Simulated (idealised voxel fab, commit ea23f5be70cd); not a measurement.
The document below concerns the process module designated voxel wiring stack.
Cross-section cut spans 155 nm and uses square cells 5 nm in size.
A cross-section is a grid of square cells, given in bands from the top down. A band is one or more rows of cells.
In this notation a band is specified by the heights of its top and bottom, in that order and in nm, after which its materials appear from left to right, each paired with its width in nm. The word "everywhere" attached to a single material means that material fills the band from edge to edge; the word "air" stands for empty space.
Basically, 0 is our baseline, since under it the wafer straight out of the box is all one material. The bottom band has no lower end and keeps on going down, so it looks like "0 nm and below".
The width entry "30 to 40" should be interpreted row by row: the top row of cells in the band takes the first number, the bottom row takes the second number, and the change between adjacent rows is uniform throughout.
Where the words "all unchanged" appear for a step, the cross-section shows no cell changed by that step; every cell remained as before.
So "Non-vented voids" is basically the list of trapped voids: any empty space of 8 cells or more that can't reach the top through an opening. They're written width x height at distance, the distance being from the left edge, and it's all nm.
The remark found on a step's line after its settings is issued by the simulator itself and pertains to that step.
"overlay nm", when on a step's line for a step with a mask, measures how far to the right of its planned place the mask lay; a negative measure means to the left.

# Below is the list of planned process steps
1. RECEIVE: material Si
2. CONFORMAL_DEP: material SiO2, thk nm 10
3. DIRECTIONAL_DEP: material TiN, thk nm 5
4. DIRECTIONAL_DEP: material Ru, thk nm 25
5. PATTERN: tone cover, mask id METAL_1, material resist, width nm 30, pitch nm 45, thk nm 20, overlay nm 0
6. DIRECTIONAL_ETCH: etch materials Ru, depth nm 25
7. DIRECTIONAL_ETCH: etch materials TiN, depth nm 5
8. STRIP: etch materials resist
9. CONFORMAL_DEP: material SiN, thk nm 5
10. FILL_DEP: material SiO2, thk nm 5
11. CMP: height nm 40
12. CONFORMAL_DEP: material SiCN, thk nm 5
13. DIRECTIONAL_DEP: material SiO2, thk nm 30
14. DIRECTIONAL_DEP: material aC, thk nm 10
15. PATTERN: tone open, mask id METAL_2_HOLES, material resist, width nm 15, pitch nm 45, thk nm 25, overlay nm 0
16. DIRECTIONAL_ETCH: etch materials aC, depth nm 10
17. STRIP: etch materials resist
18. DIRECTIONAL_ETCH: etch materials SiO2, depth nm 30
19. STRIP: etch materials aC
20. DIRECTIONAL_DEP: material aC, thk nm 15
21. PATTERN: tone open, mask id METAL_2, material resist, width nm 30, pitch nm 45, thk nm 35, overlay nm 0
22. DIRECTIONAL_ETCH: etch materials aC, depth nm 15
23. STRIP: etch materials resist
24. DIRECTIONAL_ETCH: etch materials SiO2, depth nm 15
25. DIRECTIONAL_ETCH: etch materials SiCN, depth nm 5
26. STRIP: etch materials aC
27. CONFORMAL_DEP: material TiN, thk nm 5
28. FILL_DEP: material Cu, thk nm 5
29. CMP: height nm 75
30. CONFORMAL_DEP: material SiCN, thk nm 5
31. DIRECTIONAL_DEP: material lowk, thk nm 10
32. DIRECTIONAL_DEP: material aC, thk nm 15
33. PATTERN: tone open, mask id PLUG_2, material resist, width nm 15, pitch nm 45, thk nm 30, overlay nm 0
34. DIRECTIONAL_ETCH: etch materials aC, depth nm 15
35. STRIP: etch materials resist
36. DIRECTIONAL_ETCH: etch materials lowk, depth nm 10
37. DIRECTIONAL_ETCH: etch materials SiCN, depth nm 5
38. STRIP: etch materials aC
39. CONFORMAL_DEP: material TiN, thk nm 5
40. FILL_DEP: material Cu, thk nm 5
41. CMP: height nm 90
42. DIRECTIONAL_DEP: material TiN, thk nm 5
43. DIRECTIONAL_DEP: material W, thk nm 20
44. DIRECTIONAL_DEP: material aC, thk nm 15
45. PATTERN: tone cover, mask id METAL_3, material resist, width nm 30, pitch nm 45, thk nm 30, overlay nm 0
46. DIRECTIONAL_ETCH: etch materials aC, depth nm 15
47. STRIP: etch materials resist
48. DIRECTIONAL_ETCH: etch materials W, depth nm 20
49. DIRECTIONAL_ETCH: etch materials TiN, depth nm 5
50. STRIP: etch materials aC
51. CONFORMAL_DEP: material SiN, thk nm 5
52. FILL_DEP: material lowk, thk nm 5
53. CMP: height nm 115
54. CONFORMAL_DEP: material SiN, thk nm 5

# Here's what the wafer looked like in cross-section when it arrived - that's after step 1
	0 nm and below | Si everywhere
	Non-vented voids: none

# Same starting wafer, same plan as above, one mistake in the execution; this is the cross-section at the end of the module
	120 nm to 115 nm | SiN everywhere
	115 nm to 95 nm | 10 lowk  5 SiN  30 W  5 SiN  5 lowk  5 SiN  30 W  5 SiN  5 lowk  5 SiN  30 W  5 SiN  15 lowk
	95 nm to 90 nm | 15 SiN  30 TiN  15 SiN  30 TiN  15 SiN  30 TiN  20 SiN
	90 nm to 80 nm | 15 lowk  5 TiN  5 Cu  5 TiN  30 lowk  5 TiN  5 Cu  5 TiN  30 lowk  5 TiN  5 Cu  5 TiN  35 lowk
	80 nm to 75 nm | 15 SiCN  15 TiN  30 SiCN  15 TiN  30 SiCN  15 TiN  35 SiCN
	75 nm to 65 nm | 15 SiO2  5 TiN  20 Cu  5 TiN  15 SiO2  5 TiN  20 Cu  5 TiN  15 SiO2  5 TiN  20 Cu  5 TiN  20 SiO2
	65 nm to 60 nm | 15 SiO2  5 TiN  5 Cu  20 TiN  15 SiO2  5 TiN  5 Cu  20 TiN  15 SiO2  5 TiN  5 Cu  20 TiN  20 SiO2
	60 nm to 45 nm | 15 SiO2  5 TiN  5 Cu  5 TiN  30 SiO2  5 TiN  5 Cu  5 TiN  30 SiO2  5 TiN  5 Cu  5 TiN  35 SiO2
	45 nm to 40 nm | 15 SiCN  15 TiN  30 SiCN  15 TiN  30 SiCN  15 TiN  35 SiCN
	40 nm to 35 nm | 15 SiN  30 TiN  15 SiN  30 TiN  15 SiN  30 TiN  20 SiN
	35 nm to 10 nm | Ru everywhere
	10 nm to 0 nm | SiO2 everywhere
	0 nm and below | Si everywhere
	Non-vented voids: none
What was done differently from what was planned? note: step 3 <-> step 4, run order reversed vs plan
